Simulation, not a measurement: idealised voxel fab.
Presented below is a process module, voxel released beams.
Cross-section cut spans 195 nm and uses square cells 5 nm in size.
Cross-section layout: square cells on a grid; listed as bands, top to bottom; a band spans one or more cell rows. The entry gives the band's vertical extent as a top height and a bottom height in nm, then its horizontal make-up as materials from left to right, each with a width in nm. "blank" stands for empty space; a single material marked "edge to edge" fills the band edge to edge. Height datum 0, below which the as-received substrate wafer is one material. Lowest band open at the bottom, running downward: "0 nm and below". Read "30 to 40" as a graded width: first number on top, second number at the bottom, same change between each pair of neighbouring rows. "changes: none" means the step left every cell of the cross-section as it was. Closed void register: empty space of 8 cells or more with no open way to the top, each as width x height at its distance from the left edge, in nm. Post-settings text on a step line: simulator's own remark regarding the step. For masked steps, "overlay nm" on the step line gives how far right of plan the mask actually lay; a minus sign means it lay to the left.
Listed below are the process steps as planned
step 1: RECEIVE | material Si
step 2: CONFORMAL_DEP | material SiN | thk nm 5
step 3: DIRECTIONAL_DEP | material SiO2 | thk nm 10
step 4: MASKED_ETCH | tone open | mask id ANCHOR | width nm 45 | etch materials SiO2 | depth nm 10 | overlay nm 0
step 5: CONFORMAL_DEP | material TiN | thk nm 15
step 6: DIRECTIONAL_DEP | material aC | thk nm 10
step 7: PATTERN | tone cover | mask id BEAM | material resist | width nm 120 | thk nm 30 | overlay nm 0
step 8: DIRECTIONAL_ETCH | etch materials aC | depth nm 10
step 9: STRIP | etch materials resist
step 10: DIRECTIONAL_ETCH | etch materials TiN | depth nm 15
step 11: STRIP | etch materials aC
step 12: STRIP | etch materials SiO2
Received-state cross-section, reflecting completion of step 1
0 nm and below  Si edge to edge
Closed void register: none
End-of-module XS, first of two wafers, run as planned
30 nm to 20 nm  blank: 35 / TiN: 20 / blank: 15 / TiN: 85 / blank: 40
20 nm to 15 nm  blank: 35 / TiN: 120 / blank: 40
15 nm to 5 nm  blank: 40 / TiN: 45 / blank: 110
5 nm to 0 nm  SiN edge to edge
0 nm and below  Si edge to edge
Closed void register: none
Cross-section of the latter of the two wafers at module completion. It had an identical start and an identical plan to the former; in running it, one mistake was made
30 nm to 15 nm  blank: 35 / TiN: 120 / blank: 40
15 nm to 10 nm  SiN edge to edge
10 nm to 0 nm  SiO2 edge to edge
0 nm and below  Si edge to edge
Closed void register: none
Run error: ran 2 and 3 in swapped order versus the plan
Count the cells at the end and the second wafer has more or fewer of some materials than the first: 78 more of SiO2, 12 fewer of TiN
